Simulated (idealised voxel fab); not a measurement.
voxel ribs on slabs: a process module
Displayed cross-section: cut, width of 295 nm, square cells sized 5 nm.
Think of the cross-section as a grid of square cells. We describe it in bands, top to bottom, and each band covers one or more rows of those cells.
Within each band entry, the heights of the top and of the bottom of the band appear first, in that order and in nm; the materials of the band then follow from left to right, each with its corresponding width in nm. The designation "full width" on a single material indicates that it fills the band from edge to edge; the designation "air" indicates empty space.
The reference from which all heights are counted is 0, the level beneath which the as-received wafer is entirely one material; the lowest band, having no lower bound, proceeds downward and is written after the example "0 down".
When a width is written as two numbers, as in "30..40", the first number is the width in the top row of cells of the band and the second is the width in its bottom row, and the width changes by the same amount from each row to the next.
Key: "remained the same" - step with no changed cell in the cross-section.
"Sealed void listing" lists enclosed empty spaces (at least 8 cells, no open path upward to the top), each as width x height at distance from the left edge, in nm.
On a step's line, text after the settings is the simulator commenting on that step.
The setting "overlay nm" may be written on the line of a step. When the step uses a mask, the value reports how far to the right of the planned place the mask lay, and a negative value reports that it lay to the left.
SO HERE'S THE LINEUP OF PROCESS STEPS WE PLANNED
step 1: op RECEIVE | material Si
step 2: op DIRECTIONAL_DEP | material SiO2 | thk nm 20
step 3: op DIRECTIONAL_DEP | material SiN | thk nm 15
step 4: op MASKED_ETCH | tone cover | mask id RIB | width nm 20 | etch materials SiN | depth nm 5 | overlay nm 0
step 5: op DIRECTIONAL_DEP | material aC | thk nm 15
step 6: op PATTERN | tone cover | mask id SLAB | material resist | width nm 50 | thk nm 30 | overlay nm 0
step 7: op DIRECTIONAL_ETCH | etch materials aC | depth nm 15
step 8: op STRIP | etch materials resist
step 9: op DIRECTIONAL_ETCH | etch materials SiN | depth nm 10
step 10: op STRIP | etch materials aC
step 11: op FILL_DEP | material SiO2 | thk nm 20
step 12: op CMP | height nm 45
step 13: op DIRECTIONAL_DEP | material TiN | thk nm 5
step 14: op PATTERN | tone cover | mask id HEATER | material resist | width nm 30 | thk nm 15 | overlay nm 0
step 15: op DIRECTIONAL_ETCH | etch materials TiN | depth nm 5
step 16: op STRIP | etch materials resist
step 17: op CONFORMAL_DEP | material SiO2 | thk nm 10
WAFER CROSS-SECTION ON RECEIPT, I.E. AFTER STEP 1
	0 down: Si full width
	Sealed void listing: none
FINAL WAFER PROFILE IN CROSS-SECTION AFTER THE MODULE, FROM THE SAME START AND PLAN AS ABOVE, WITH ONE MISTAKE MADE DURING PROCESSING
	60 to 55: 140 nm SiO2, 10 nm air, 145 nm SiO2
	55 to 50: SiO2 full width
	50 to 45: 130 nm TiN, 30 nm SiO2, 135 nm TiN
	45 to 35: SiO2 full width
	35 to 30: 135 nm SiO2, 20 nm SiN, 140 nm SiO2
	30 to 20: 120 nm SiO2, 50 nm SiN, 125 nm SiO2
	20 to 0: SiO2 full width
	0 down: Si full width
	Sealed void listing: none
What broke from the plan during processing? step 14 ran with different settings than intended, the actual operation and settings being op PATTERN | tone open | mask id HEATER | material resist | width nm 30 | thk nm 15 | overlay nm 0
